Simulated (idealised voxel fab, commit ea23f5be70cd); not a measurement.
The following process module bears the name voxel self aligned contacts.
This is section cut - it's 270 nm across, gridded in 5 nm square cells.
Notation: cross-section as square-cell grid; stated in bands, top first, going down; one or more cell rows per band.
Quick guide to a band line: top height, bottom height (nm) up front; then every material left to right with its width in nm. Only one material and it's marked "full width"? Then it fills the band edge to edge. And "blank" just means empty space.
Zero point of the height axis is 0; under it, received wafer = one material. Lowest band: continues down indefinitely, "z 0 and below".
Width spec "30->40" -> top row of cells at first value, bottom row at second value, equal per-row change in between.
When a step is marked "nothing was modified", none of the cells in the cross-section changed during that step.
The list in "Sealed cavities" covers empty spaces of 8 cells or more that cannot reach the top through any open way, and it gives each as width x height at distance; the distance is from the left edge, and width, height and distance are in nm.
If you see something after the settings on a step's line, that's the simulator's own remark about that step.
Steps that use a mask can have "overlay nm" on their line. It says how far the mask sat to the right of where it was meant to be. Negative means to the left.
Structure of the following material. The material consists of pairs of cross-sections. Each pair comprises the cross-section before one process step and the cross-section after that step, the latter shown only down to the lowest band that changed. The step between the cross-sections is specified beneath each pair, including its settings. Pairs are not necessarily consecutive: they may derive from different runs of this module performed on the same starting wafer. Continuity with the pair above is to be assumed only where the entry headed "State before step" of the pair in question states it.

# State before step
z 0 and below | Si full width
Sealed cavities: none

# Section After Processing
z 0 to -5 | SiO2 full width
Note: structure below -5 unchanged.
Sealed cavities: none
The two cross-sections above bracket this step: OXIDIZE: depth nm 5

State before step: For the state before this step, see the after cross-section of the pair located directly above.

# Section After Processing
z 30 to 0 | polySi full width
Note: structure below 0 unchanged.
Sealed cavities: none
The two cross-sections above bracket this step: DIRECTIONAL_DEP: material polySi, thk nm 30

State before step: For the state before this step, see the after cross-section of the pair located directly above.

# Section After Processing
z 50 to 30 | SiN full width
Note: structure below 30 unchanged.
Sealed cavities: none
The two cross-sections above bracket this step: DIRECTIONAL_DEP: material SiN, thk nm 20

State before step: For the state before this step, see the after cross-section of the pair located directly above.

# Section After Processing
z 65 to 50 | aC full width
Note: structure below 50 unchanged.
Sealed cavities: none
The two cross-sections above bracket this step: DIRECTIONAL_DEP: material aC, thk nm 15

State before step: For the state before this step, see the after cross-section of the pair located directly above.

# Section After Processing
z 95 to 65 | blank=95; resist=25; blank=30; resist=25; blank=95
Note: structure below 65 unchanged.
Sealed cavities: none
The two cross-sections above bracket this step: PATTERN: tone cover, mask id GATE, material resist, width nm 25, pitch nm 55, thk nm 30, overlay nm 0

State before step: For the state before this step, see the after cross-section of the pair located directly above.

# Section After Processing
z 80 to 65 | blank=95; resist=25; blank=30; resist=25; blank=95
z 65 to 50 | blank=95; aC=25; blank=30; aC=25; blank=95
Note: structure below 50 unchanged.
Sealed cavities: none
The two cross-sections above bracket this step: DIRECTIONAL_ETCH: etch materials aC, depth nm 15

State before step: For the state before this step, see the after cross-section of the pair located directly above.

# Section After Processing
z 65 to 50 | blank=95; aC=25; blank=30; aC=25; blank=95
Note: structure below 50 unchanged.
Sealed cavities: none
The two cross-sections above bracket this step: STRIP: etch materials resist

State before step: For the state before this step, see the after cross-section of the pair located directly above.

# Section After Processing
z 65 to 50 | blank=95; aC=25; blank=30; aC=25; blank=95
z 50 to 30 | blank=95; SiN=25; blank=30; SiN=25; blank=95
Note: structure below 30 unchanged.
Sealed cavities: none
The two cross-sections above bracket this step: DIRECTIONAL_ETCH: etch materials SiN, depth nm 20

State before step: For the state before this step, see the after cross-section of the pair located directly above.

# Section After Processing
z 65 to 50 | blank=95; aC=25; blank=30; aC=25; blank=95
z 50 to 30 | blank=95; SiN=25; blank=30; SiN=25; blank=95
z 30 to 0 | blank=95; polySi=25; blank=30; polySi=25; blank=95
Note: structure below 0 unchanged.
Sealed cavities: none
The two cross-sections above bracket this step: DIRECTIONAL_ETCH: etch materials polySi, depth nm 30

State before step: For the state before this step, see the after cross-section of the pair located directly above.

# Section After Processing
z 50 to 30 | blank=95; SiN=25; blank=30; SiN=25; blank=95
Note: structure below 30 unchanged.
Sealed cavities: none
The two cross-sections above bracket this step: STRIP: etch materials aC

State before step: For the state before this step, see the after cross-section of the pair located directly above.

# Section After Processing
z 55 to 30 | blank=90; SiN=35; blank=20; SiN=35; blank=90
z 30 to 5 | blank=90; SiN=5; polySi=25; SiN=5; blank=20; SiN=5; polySi=25; SiN=5; blank=90
z 5 to 0 | SiN=95; polySi=25; SiN=30; polySi=25; SiN=95
Note: structure below 0 unchanged.
Sealed cavities: none
The two cross-sections above bracket this step: CONFORMAL_DEP: material SiN, thk nm 5

State before step: For the state before this step, see the after cross-section of the pair located directly above.

# Section After Processing
z 50 to 30 | blank=90; SiN=35; blank=20; SiN=35; blank=90
z 30 to 0 | blank=90; SiN=5; polySi=25; SiN=5; blank=20; SiN=5; polySi=25; SiN=5; blank=90
Note: structure below 0 unchanged.
Sealed cavities: none
The two cross-sections above bracket this step: DIRECTIONAL_ETCH: etch materials SiN, depth nm 5

State before step: For the state before this step, see the after cross-section of the pair located directly above.

# Section After Processing
z 65 to 50 | SiO2 full width
z 50 to 30 | SiO2=90; SiN=35; SiO2=20; SiN=35; SiO2=90
z 30 to 0 | SiO2=90; SiN=5; polySi=25; SiN=5; SiO2=20; SiN=5; polySi=25; SiN=5; SiO2=90
Note: structure below 0 unchanged.
Sealed cavities: none
The two cross-sections above bracket this step: FILL_DEP: material SiO2, thk nm 15

State before step: For the state before this step, see the after cross-section of the pair located directly above.

# Section After Processing
z 60 to 50 | SiO2 full width
Note: structure below 50 unchanged.
Sealed cavities: none
The two cross-sections above bracket this step: CMP: height nm 60

State before step: For the state before this step, see the after cross-section of the pair located directly above.

# Section After Processing
z 60 to 50 | SiO2=115; blank=40; SiO2=115
z 50 to 30 | SiO2=90; SiN=35; blank=20; SiN=35; SiO2=90
z 30 to 0 | SiO2=90; SiN=5; polySi=25; SiN=5; blank=20; SiN=5; polySi=25; SiN=5; SiO2=90
z 0 to -5 | SiO2=125; blank=20; SiO2=125
Note: structure below -5 unchanged.
Sealed cavities: none
The two cross-sections above bracket this step: MASKED_ETCH: tone open, mask id CONTACT, width nm 40, etch materials SiO2, depth nm 65, overlay nm 0

State before step: For the state before this step, see the after cross-section of the pair located directly above.

# Section After Processing
z 65 to 60 | TiN=120; blank=30; TiN=120
z 60 to 50 | SiO2=115; TiN=5->15; blank=30->10; TiN=5->15; SiO2=115
z 50 to 30 | SiO2=90; SiN=35; TiN=5; blank=10; TiN=5; SiN=35; SiO2=90
z 30 to 0 | SiO2=90; SiN=5; polySi=25; SiN=5; TiN=5; blank=10; TiN=5; SiN=5; polySi=25; SiN=5; SiO2=90
z 0 to -5 | SiO2=125; TiN=20; SiO2=125
Note: structure below -5 unchanged.
Sealed cavities: none
The two cross-sections above bracket this step: CONFORMAL_DEP: material TiN, thk nm 5

State before step: For the state before this step, see the after cross-section of the pair located directly above.

# Section After Processing
z 70 to 65 | W full width
z 65 to 60 | TiN=120; W=30; TiN=120
z 60 to 50 | SiO2=115; TiN=5->15; W=30->10; TiN=5->15; SiO2=115
z 50 to 30 | SiO2=90; SiN=35; TiN=5; W=10; TiN=5; SiN=35; SiO2=90
z 30 to 0 | SiO2=90; SiN=5; polySi=25; SiN=5; TiN=5; W=10; TiN=5; SiN=5; polySi=25; SiN=5; SiO2=90
Note: structure below 0 unchanged.
Sealed cavities: none
The two cross-sections above bracket this step: FILL_DEP: material W, thk nm 5

State before step: For the state before this step, see the after cross-section of the pair located directly above.

# Section After Processing
z 60 to 50 | SiO2=115; TiN=5->15; W=30->10; TiN=5->15; SiO2=115
Note: structure below 50 unchanged.
Sealed cavities: none
The two cross-sections above bracket this step: CMP: height nm 60

State before step: For the state before this step, see the after cross-section of the pair located directly above.

# Section After Processing
z 65 to 60 | SiCN full width
Note: structure below 60 unchanged.
Sealed cavities: none
The two cross-sections above bracket this step: CONFORMAL_DEP: material SiCN, thk nm 5

# State before step
z 0 and below | Si full width
Sealed cavities: none

# Section After Processing
z 30 to 0 | polySi full width
Note: structure below 0 unchanged.
Sealed cavities: none
The two cross-sections above bracket this step: DIRECTIONAL_DEP: material polySi, thk nm 30

State before step: For the state before this step, see the after cross-section of the pair located directly above.

# Section After Processing
z 50 to 30 | SiN full width
Note: structure below 30 unchanged.
Sealed cavities: none
The two cross-sections above bracket this step: DIRECTIONAL_DEP: material SiN, thk nm 20

State before step: For the state before this step, see the after cross-section of the pair located directly above.

# Section After Processing
z 65 to 50 | aC full width
Note: structure below 50 unchanged.
Sealed cavities: none
The two cross-sections above bracket this step: DIRECTIONAL_DEP: material aC, thk nm 15

State before step: For the state before this step, see the after cross-section of the pair located directly above.

# Section After Processing
z 95 to 65 | blank=95; resist=25; blank=30; resist=25; blank=95
Note: structure below 65 unchanged.
Sealed cavities: none
The two cross-sections above bracket this step: PATTERN: tone cover, mask id GATE, material resist, width nm 25, pitch nm 55, thk nm 30, overlay nm 0

State before step: For the state before this step, see the after cross-section of the pair located directly above.

# Section After Processing
z 80 to 65 | blank=95; resist=25; blank=30; resist=25; blank=95
z 65 to 50 | blank=95; aC=25; blank=30; aC=25; blank=95
Note: structure below 50 unchanged.
Sealed cavities: none
The two cross-sections above bracket this step: DIRECTIONAL_ETCH: etch materials aC, depth nm 15

State before step: For the state before this step, see the after cross-section of the pair located directly above.

# Section After Processing
z 65 to 50 | blank=95; aC=25; blank=30; aC=25; blank=95
Note: structure below 50 unchanged.
Sealed cavities: none
The two cross-sections above bracket this step: STRIP: etch materials resist

State before step: For the state before this step, see the after cross-section of the pair located directly above.

# Section After Processing
z 65 to 50 | blank=95; aC=25; blank=30; aC=25; blank=95
z 50 to 30 | blank=95; SiN=25; blank=30; SiN=25; blank=95
Note: structure below 30 unchanged.
Sealed cavities: none
The two cross-sections above bracket this step: DIRECTIONAL_ETCH: etch materials SiN, depth nm 20

State before step: For the state before this step, see the after cross-section of the pair located directly above.

# Section After Processing
z 65 to 50 | blank=95; aC=25; blank=30; aC=25; blank=95
z 50 to 30 | blank=95; SiN=25; blank=30; SiN=25; blank=95
z 30 to 0 | blank=95; polySi=25; blank=30; polySi=25; blank=95
Note: structure below 0 unchanged.
Sealed cavities: none
The two cross-sections above bracket this step: DIRECTIONAL_ETCH: etch materials polySi, depth nm 30

State before step: For the state before this step, see the after cross-section of the pair located directly above.

# Section After Processing
z 50 to 30 | blank=95; SiN=25; blank=30; SiN=25; blank=95
Note: structure below 30 unchanged.
Sealed cavities: none
The two cross-sections above bracket this step: STRIP: etch materials aC

State before step: For the state before this step, see the after cross-section of the pair located directly above.

# Section After Processing
z 55 to 30 | blank=90; SiN=35; blank=20; SiN=35; blank=90
z 30 to 5 | blank=90; SiN=5; polySi=25; SiN=5; blank=20; SiN=5; polySi=25; SiN=5; blank=90
z 5 to 0 | SiN=95; polySi=25; SiN=30; polySi=25; SiN=95
Note: structure below 0 unchanged.
Sealed cavities: none
The two cross-sections above bracket this step: CONFORMAL_DEP: material SiN, thk nm 5

State before step: For the state before this step, see the after cross-section of the pair located directly above.

# Section After Processing
z 50 to 30 | blank=90; SiN=35; blank=20; SiN=35; blank=90
z 30 to 0 | blank=90; SiN=5; polySi=25; SiN=5; blank=20; SiN=5; polySi=25; SiN=5; blank=90
Note: structure below 0 unchanged.
Sealed cavities: none
The two cross-sections above bracket this step: DIRECTIONAL_ETCH: etch materials SiN, depth nm 5

State before step: For the state before this step, see the after cross-section of the pair located directly above.

# Section After Processing
z 65 to 50 | SiO2 full width
z 50 to 30 | SiO2=90; SiN=35; SiO2=20; SiN=35; SiO2=90
z 30 to 0 | SiO2=90; SiN=5; polySi=25; SiN=5; SiO2=20; SiN=5; polySi=25; SiN=5; SiO2=90
Note: structure below 0 unchanged.
Sealed cavities: none
The two cross-sections above bracket this step: FILL_DEP: material SiO2, thk nm 15

State before step: For the state before this step, see the after cross-section of the pair located directly above.

# Section After Processing
z 60 to 50 | SiO2 full width
Note: structure below 50 unchanged.
Sealed cavities: none
The two cross-sections above bracket this step: CMP: height nm 60

State before step: For the state before this step, see the after cross-section of the pair located directly above.

# Section After Processing
z 60 to 50 | SiO2=115; blank=40; SiO2=115
z 50 to 30 | SiO2=90; SiN=35; blank=20; SiN=35; SiO2=90
z 30 to 0 | SiO2=90; SiN=5; polySi=25; SiN=5; blank=20; SiN=5; polySi=25; SiN=5; SiO2=90
Note: structure below 0 unchanged.
Sealed cavities: none
The two cross-sections above bracket this step: MASKED_ETCH: tone open, mask id CONTACT, width nm 40, etch materials SiO2, depth nm 65, overlay nm 0

State before step: For the state before this step, see the after cross-section of the pair located directly above.

# Section After Processing
z 65 to 60 | TiN=120; blank=30; TiN=120
z 60 to 50 | SiO2=115; TiN=5->15; blank=30->10; TiN=5->15; SiO2=115
z 50 to 30 | SiO2=90; SiN=35; TiN=5; blank=10; TiN=5; SiN=35; SiO2=90
z 30 to 5 | SiO2=90; SiN=5; polySi=25; SiN=5; TiN=5; blank=10; TiN=5; SiN=5; polySi=25; SiN=5; SiO2=90
z 5 to 0 | SiO2=90; SiN=5; polySi=25; SiN=5; TiN=20; SiN=5; polySi=25; SiN=5; SiO2=90
Note: structure below 0 unchanged.
Sealed cavities: none
The two cross-sections above bracket this step: CONFORMAL_DEP: material TiN, thk nm 5

State before step: For the state before this step, see the after cross-section of the pair located directly above.

# Section After Processing
z 70 to 65 | W full width
z 65 to 60 | TiN=120; W=30; TiN=120
z 60 to 50 | SiO2=115; TiN=5->15; W=30->10; TiN=5->15; SiO2=115
z 50 to 30 | SiO2=90; SiN=35; TiN=5; W=10; TiN=5; SiN=35; SiO2=90
z 30 to 5 | SiO2=90; SiN=5; polySi=25; SiN=5; TiN=5; W=10; TiN=5; SiN=5; polySi=25; SiN=5; SiO2=90
Note: structure below 5 unchanged.
Sealed cavities: none
The two cross-sections above bracket this step: FILL_DEP: material W, thk nm 5

State before step: For the state before this step, see the after cross-section of the pair located directly above.

# Section After Processing
z 60 to 50 | SiO2=115; TiN=5->15; W=30->10; TiN=5->15; SiO2=115
Note: structure below 50 unchanged.
Sealed cavities: none
The two cross-sections above bracket this step: CMP: height nm 60

State before step: For the state before this step, see the after cross-section of the pair located directly above.

# Section After Processing
z 65 to 60 | SiCN full width
Note: structure below 60 unchanged.
Sealed cavities: none
The two cross-sections above bracket this step: CONFORMAL_DEP: material SiCN, thk nm 5

# State before step
z 50 to 30 | SiN full width
z 30 to 0 | polySi full width
z 0 to -5 | SiO2 full width
z -5 and below | Si full width
Sealed cavities: none

# Section After Processing
z 70 to 30 | SiN full width
Note: structure below 30 unchanged.
Sealed cavities: none
The two cross-sections above bracket this step: DIRECTIONAL_DEP: material SiN, thk nm 20

State before step: For the state before this step, see the after cross-section of the pair located directly above.

# Section After Processing
z 85 to 70 | aC full width
Note: structure below 70 unchanged.
Sealed cavities: none
The two cross-sections above bracket this step: DIRECTIONAL_DEP: material aC, thk nm 15

State before step: For the state before this step, see the after cross-section of the pair located directly above.

# Section After Processing
z 115 to 85 | blank=95; resist=25; blank=30; resist=25; blank=95
Note: structure below 85 unchanged.
Sealed cavities: none
The two cross-sections above bracket this step: PATTERN: tone cover, mask id GATE, material resist, width nm 25, pitch nm 55, thk nm 30, overlay nm 0

State before step: For the state before this step, see the after cross-section of the pair located directly above.

# Section After Processing
z 100 to 85 | blank=95; resist=25; blank=30; resist=25; blank=95
z 85 to 70 | blank=95; aC=25; blank=30; aC=25; blank=95
Note: structure below 70 unchanged.
Sealed cavities: none
The two cross-sections above bracket this step: DIRECTIONAL_ETCH: etch materials aC, depth nm 15

State before step: For the state before this step, see the after cross-section of the pair located directly above.

# Section After Processing
z 85 to 70 | blank=95; aC=25; blank=30; aC=25; blank=95
Note: structure below 70 unchanged.
Sealed cavities: none
The two cross-sections above bracket this step: STRIP: etch materials resist

State before step: For the state before this step, see the after cross-section of the pair located directly above.

# Section After Processing
z 85 to 70 | blank=95; aC=25; blank=30; aC=25; blank=95
z 70 to 50 | blank=95; SiN=25; blank=30; SiN=25; blank=95
Note: structure below 50 unchanged.
Sealed cavities: none
The two cross-sections above bracket this step: DIRECTIONAL_ETCH: etch materials SiN, depth nm 20

State before step: For the state before this step, see the after cross-section of the pair located directly above.

# Section After Processing
z 70 to 50 | blank=95; SiN=25; blank=30; SiN=25; blank=95
Note: structure below 50 unchanged.
Sealed cavities: none
The two cross-sections above bracket this step: STRIP: etch materials aC

State before step: For the state before this step, see the after cross-section of the pair located directly above.

# Section After Processing
z 75 to 55 | blank=90; SiN=35; blank=20; SiN=35; blank=90
z 55 to 30 | SiN full width
Note: structure below 30 unchanged.
Sealed cavities: none
The two cross-sections above bracket this step: CONFORMAL_DEP: material SiN, thk nm 5

State before step: For the state before this step, see the after cross-section of the pair located directly above.

# Section After Processing
z 70 to 50 | blank=90; SiN=35; blank=20; SiN=35; blank=90
Note: structure below 50 unchanged.
Sealed cavities: none
The two cross-sections above bracket this step: DIRECTIONAL_ETCH: etch materials SiN, depth nm 5

State before step: For the state before this step, see the after cross-section of the pair located directly above.

# Section After Processing
z 85 to 70 | SiO2 full width
z 70 to 50 | SiO2=90; SiN=35; SiO2=20; SiN=35; SiO2=90
Note: structure below 50 unchanged.
Sealed cavities: none
The two cross-sections above bracket this step: FILL_DEP: material SiO2, thk nm 15

State before step: For the state before this step, see the after cross-section of the pair located directly above.

# Section After Processing
z 60 to 50 | SiO2=90; SiN=35; SiO2=20; SiN=35; SiO2=90
Note: structure below 50 unchanged.
Sealed cavities: none
The two cross-sections above bracket this step: CMP: height nm 60

State before step: For the state before this step, see the after cross-section of the pair located directly above.

# Section After Processing
z 60 to 50 | SiO2=90; SiN=35; blank=20; SiN=35; SiO2=90
Note: structure below 50 unchanged.
Sealed cavities: none
The two cross-sections above bracket this step: MASKED_ETCH: tone open, mask id CONTACT, width nm 40, etch materials SiO2, depth nm 65, overlay nm 0

State before step: For the state before this step, see the after cross-section of the pair located directly above.

# Section After Processing
z 65 to 60 | TiN=130; blank=10; TiN=130
z 60 to 55 | SiO2=90; SiN=35; TiN=5; blank=10; TiN=5; SiN=35; SiO2=90
z 55 to 50 | SiO2=90; SiN=35; TiN=20; SiN=35; SiO2=90
Note: structure below 50 unchanged.
Sealed cavities: none
The two cross-sections above bracket this step: CONFORMAL_DEP: material TiN, thk nm 5

State before step: For the state before this step, see the after cross-section of the pair located directly above.

# Section After Processing
z 70 to 65 | W full width
z 65 to 60 | TiN=130; W=10; TiN=130
z 60 to 55 | SiO2=90; SiN=35; TiN=5; W=10; TiN=5; SiN=35; SiO2=90
Note: structure below 55 unchanged.
Sealed cavities: none
The two cross-sections above bracket this step: FILL_DEP: material W, thk nm 5

State before step: For the state before this step, see the after cross-section of the pair located directly above.

# Section After Processing
z 60 to 55 | SiO2=90; SiN=35; TiN=5; W=10; TiN=5; SiN=35; SiO2=90
Note: structure below 55 unchanged.
Sealed cavities: none
The two cross-sections above bracket this step: CMP: height nm 60

State before step: For the state before this step, see the after cross-section of the pair located directly above.

# Section After Processing
z 65 to 60 | SiCN full width
Note: structure below 60 unchanged.
Sealed cavities: none
The two cross-sections above bracket this step: CONFORMAL_DEP: material SiCN, thk nm 5

# State before step
z 0 to -5 | SiO2 full width
z -5 and below | Si full width
Sealed cavities: none

# Section After Processing
z 20 to 0 | SiN full width
Note: structure below 0 unchanged.
Sealed cavities: none
The two cross-sections above bracket this step: DIRECTIONAL_DEP: material SiN, thk nm 20

State before step: For the state before this step, see the after cross-section of the pair located directly above.

# Section After Processing
z 50 to 20 | polySi full width
Note: structure below 20 unchanged.
Sealed cavities: none
The two cross-sections above bracket this step: DIRECTIONAL_DEP: material polySi, thk nm 30

State before step: For the state before this step, see the after cross-section of the pair located directly above.

# Section After Processing
z 65 to 50 | aC full width
Note: structure below 50 unchanged.
Sealed cavities: none
The two cross-sections above bracket this step: DIRECTIONAL_DEP: material aC, thk nm 15

State before step: For the state before this step, see the after cross-section of the pair located directly above.

# Section After Processing
z 95 to 65 | blank=95; resist=25; blank=30; resist=25; blank=95
Note: structure below 65 unchanged.
Sealed cavities: none
The two cross-sections above bracket this step: PATTERN: tone cover, mask id GATE, material resist, width nm 25, pitch nm 55, thk nm 30, overlay nm 0

State before step: For the state before this step, see the after cross-section of the pair located directly above.

# Section After Processing
z 80 to 65 | blank=95; resist=25; blank=30; resist=25; blank=95
z 65 to 50 | blank=95; aC=25; blank=30; aC=25; blank=95
Note: structure below 50 unchanged.
Sealed cavities: none
The two cross-sections above bracket this step: DIRECTIONAL_ETCH: etch materials aC, depth nm 15

State before step: For the state before this step, see the after cross-section of the pair located directly above.

# Section After Processing
z 65 to 50 | blank=95; aC=25; blank=30; aC=25; blank=95
Note: structure below 50 unchanged.
Sealed cavities: none
The two cross-sections above bracket this step: STRIP: etch materials resist

State before step: For the state before this step, see the after cross-section of the pair located directly above.

# Section After Processing
z 65 to 50 | blank=95; aC=25; blank=30; aC=25; blank=95
z 50 to 20 | blank=95; polySi=25; blank=30; polySi=25; blank=95
Note: structure below 20 unchanged.
Sealed cavities: none
The two cross-sections above bracket this step: DIRECTIONAL_ETCH: etch materials polySi, depth nm 30

State before step: For the state before this step, see the after cross-section of the pair located directly above.

# Section After Processing
z 50 to 20 | blank=95; polySi=25; blank=30; polySi=25; blank=95
Note: structure below 20 unchanged.
Sealed cavities: none
The two cross-sections above bracket this step: STRIP: etch materials aC

State before step: For the state before this step, see the after cross-section of the pair located directly above.

# Section After Processing
z 55 to 50 | blank=90; SiN=35; blank=20; SiN=35; blank=90
z 50 to 25 | blank=90; SiN=5; polySi=25; SiN=5; blank=20; SiN=5; polySi=25; SiN=5; blank=90
z 25 to 20 | SiN=95; polySi=25; SiN=30; polySi=25; SiN=95
Note: structure below 20 unchanged.
Sealed cavities: none
The two cross-sections above bracket this step: CONFORMAL_DEP: material SiN, thk nm 5

State before step: For the state before this step, see the after cross-section of the pair located directly above.

# Section After Processing
z 50 to 20 | blank=90; SiN=5; polySi=25; SiN=5; blank=20; SiN=5; polySi=25; SiN=5; blank=90
Note: structure below 20 unchanged.
Sealed cavities: none
The two cross-sections above bracket this step: DIRECTIONAL_ETCH: etch materials SiN, depth nm 5

State before step: For the state before this step, see the after cross-section of the pair located directly above.

# Section After Processing
z 65 to 50 | SiO2 full width
z 50 to 20 | SiO2=90; SiN=5; polySi=25; SiN=5; SiO2=20; SiN=5; polySi=25; SiN=5; SiO2=90
Note: structure below 20 unchanged.
Sealed cavities: none
The two cross-sections above bracket this step: FILL_DEP: material SiO2, thk nm 15

State before step: For the state before this step, see the after cross-section of the pair located directly above.

# Section After Processing
z 60 to 50 | SiO2 full width
Note: structure below 50 unchanged.
Sealed cavities: none
The two cross-sections above bracket this step: CMP: height nm 60

State before step: For the state before this step, see the after cross-section of the pair located directly above.

# Section After Processing
z 60 to 50 | SiO2=115; blank=40; SiO2=115
z 50 to 20 | SiO2=90; SiN=5; polySi=25; SiN=5; blank=20; SiN=5; polySi=25; SiN=5; SiO2=90
Note: structure below 20 unchanged.
Sealed cavities: none
The two cross-sections above bracket this step: MASKED_ETCH: tone open, mask id CONTACT, width nm 40, etch materials SiO2, depth nm 65, overlay nm 0

State before step: For the state before this step, see the after cross-section of the pair located directly above.

# Section After Processing
z 65 to 60 | TiN=120; blank=30; TiN=120
z 60 to 50 | SiO2=115; TiN=5->15; blank=30->10; TiN=5->15; SiO2=115
z 50 to 25 | SiO2=90; SiN=5; polySi=25; SiN=5; TiN=5; blank=10; TiN=5; SiN=5; polySi=25; SiN=5; SiO2=90
z 25 to 20 | SiO2=90; SiN=5; polySi=25; SiN=5; TiN=20; SiN=5; polySi=25; SiN=5; SiO2=90
Note: structure below 20 unchanged.
Sealed cavities: none
The two cross-sections above bracket this step: CONFORMAL_DEP: material TiN, thk nm 5

State before step: For the state before this step, see the after cross-section of the pair located directly above.

# Section After Processing
z 70 to 65 | W full width
z 65 to 60 | TiN=120; W=30; TiN=120
z 60 to 50 | SiO2=115; TiN=5->15; W=30->10; TiN=5->15; SiO2=115
z 50 to 25 | SiO2=90; SiN=5; polySi=25; SiN=5; TiN=5; W=10; TiN=5; SiN=5; polySi=25; SiN=5; SiO2=90
Note: structure below 25 unchanged.
Sealed cavities: none
The two cross-sections above bracket this step: FILL_DEP: material W, thk nm 5

State before step: For the state before this step, see the after cross-section of the pair located directly above.

# Section After Processing
z 60 to 50 | SiO2=115; TiN=5->15; W=30->10; TiN=5->15; SiO2=115
Note: structure below 50 unchanged.
Sealed cavities: none
The two cross-sections above bracket this step: CMP: height nm 60

State before step: For the state before this step, see the after cross-section of the pair located directly above.

# Section After Processing
z 65 to 60 | SiCN full width
Note: structure below 60 unchanged.
Sealed cavities: none
The two cross-sections above bracket this step: CONFORMAL_DEP: material SiCN, thk nm 5

# State before step
z 70 to 65 | W full width
z 65 to 60 | TiN=120; W=30; TiN=120
z 60 to 50 | SiO2=115; TiN=5->15; W=30->10; TiN=5->15; SiO2=115
z 50 to 30 | SiO2=90; SiN=35; TiN=5; W=10; TiN=5; SiN=35; SiO2=90
z 30 to 0 | SiO2=90; SiN=5; polySi=25; SiN=5; TiN=5; W=10; TiN=5; SiN=5; polySi=25; SiN=5; SiO2=90
z 0 to -5 | SiO2=125; TiN=20; SiO2=125
z -5 and below | Si full width
Sealed cavities: none

# Section After Processing
z 65 to 60 | TiN=120; W=30; TiN=120
Note: structure below 60 unchanged.
Sealed cavities: none
The two cross-sections above bracket this step: CMP: height nm 65

State before step: For the state before this step, see the after cross-section of the pair located directly above.

# Section After Processing
z 70 to 65 | SiCN full width
Note: structure below 65 unchanged.
Sealed cavities: none
The two cross-sections above bracket this step: CONFORMAL_DEP: material SiCN, thk nm 5

# State before step
z 60 to 50 | SiO2 full width
z 50 to 30 | SiO2=90; SiN=35; SiO2=20; SiN=35; SiO2=90
z 30 to 0 | SiO2=90; SiN=5; polySi=25; SiN=5; SiO2=20; SiN=5; polySi=25; SiN=5; SiO2=90
z 0 to -5 | SiO2 full width
z -5 and below | Si full width
Sealed cavities: none

# Section After Processing
z 60 to 50 | SiO2=115; blank=45; SiO2=110
z 50 to 30 | SiO2=90; SiN=35; blank=20; SiN=35; SiO2=90
z 30 to 0 | SiO2=90; SiN=5; polySi=25; SiN=5; blank=20; SiN=5; polySi=25; SiN=5; SiO2=90
z 0 to -5 | SiO2=125; blank=20; SiO2=125
Note: structure below -5 unchanged.
Sealed cavities: none
The two cross-sections above bracket this step: MASKED_ETCH: tone open, mask id CONTACT, width nm 45, etch materials SiO2, depth nm 65, overlay nm 0

State before step: For the state before this step, see the after cross-section of the pair located directly above.

# Section After Processing
z 65 to 60 | TiN=120; blank=35; TiN=115
z 60 to 50 | SiO2=115; TiN=5->15; blank=35->10; TiN=5->20; SiO2=110
z 50 to 30 | SiO2=90; SiN=35; TiN=5; blank=10; TiN=5; SiN=35; SiO2=90
z 30 to 0 | SiO2=90; SiN=5; polySi=25; SiN=5; TiN=5; blank=10; TiN=5; SiN=5; polySi=25; SiN=5; SiO2=90
z 0 to -5 | SiO2=125; TiN=20; SiO2=125
Note: structure below -5 unchanged.
Sealed cavities: none
The two cross-sections above bracket this step: CONFORMAL_DEP: material TiN, thk nm 5

State before step: For the state before this step, see the after cross-section of the pair located directly above.

# Section After Processing
z 70 to 65 | W full width
z 65 to 60 | TiN=120; W=35; TiN=115
z 60 to 50 | SiO2=115; TiN=5->15; W=35->10; TiN=5->20; SiO2=110
z 50 to 30 | SiO2=90; SiN=35; TiN=5; W=10; TiN=5; SiN=35; SiO2=90
z 30 to 0 | SiO2=90; SiN=5; polySi=25; SiN=5; TiN=5; W=10; TiN=5; SiN=5; polySi=25; SiN=5; SiO2=90
Note: structure below 0 unchanged.
Sealed cavities: none
The two cross-sections above bracket this step: FILL_DEP: material W, thk nm 5

State before step: For the state before this step, see the after cross-section of the pair located directly above.

# Section After Processing
z 60 to 50 | SiO2=115; TiN=5->15; W=35->10; TiN=5->20; SiO2=110
Note: structure below 50 unchanged.
Sealed cavities: none
The two cross-sections above bracket this step: CMP: height nm 60

State before step: For the state before this step, see the after cross-section of the pair located directly above.

# Section After Processing
z 65 to 60 | SiCN full width
Note: structure below 60 unchanged.
Sealed cavities: none
The two cross-sections above bracket this step: CONFORMAL_DEP: material SiCN, thk nm 5

# State before step
z 65 to 50 | aC full width
z 50 to 30 | SiN full width
z 30 to 0 | polySi full width
z 0 to -5 | SiO2 full width
z -5 and below | Si full width
Sealed cavities: none

# Section After Processing
z 95 to 65 | blank=90; resist=25; blank=30; resist=25; blank=100
Note: structure below 65 unchanged.
Sealed cavities: none
The two cross-sections above bracket this step: PATTERN: tone cover, mask id GATE, material resist, width nm 25, pitch nm 55, thk nm 30, overlay nm -5

State before step: For the state before this step, see the after cross-section of the pair located directly above.

# Section After Processing
z 80 to 65 | blank=90; resist=25; blank=30; resist=25; blank=100
z 65 to 50 | blank=90; aC=25; blank=30; aC=25; blank=100
Note: structure below 50 unchanged.
Sealed cavities: none
The two cross-sections above bracket this step: DIRECTIONAL_ETCH: etch materials aC, depth nm 15

State before step: For the state before this step, see the after cross-section of the pair located directly above.

# Section After Processing
z 65 to 50 | blank=90; aC=25; blank=30; aC=25; blank=100
Note: structure below 50 unchanged.
Sealed cavities: none
The two cross-sections above bracket this step: STRIP: etch materials resist

State before step: For the state before this step, see the after cross-section of the pair located directly above.

# Section After Processing
z 65 to 50 | blank=90; aC=25; blank=30; aC=25; blank=100
z 50 to 30 | blank=90; SiN=25; blank=30; SiN=25; blank=100
Note: structure below 30 unchanged.
Sealed cavities: none
The two cross-sections above bracket this step: DIRECTIONAL_ETCH: etch materials SiN, depth nm 20

State before step: For the state before this step, see the after cross-section of the pair located directly above.

# Section After Processing
z 65 to 50 | blank=90; aC=25; blank=30; aC=25; blank=100
z 50 to 30 | blank=90; SiN=25; blank=30; SiN=25; blank=100
z 30 to 0 | blank=90; polySi=25; blank=30; polySi=25; blank=100
Note: structure below 0 unchanged.
Sealed cavities: none
The two cross-sections above bracket this step: DIRECTIONAL_ETCH: etch materials polySi, depth nm 30

State before step: For the state before this step, see the after cross-section of the pair located directly above.

# Section After Processing
z 50 to 30 | blank=90; SiN=25; blank=30; SiN=25; blank=100
Note: structure below 30 unchanged.
Sealed cavities: none
The two cross-sections above bracket this step: STRIP: etch materials aC
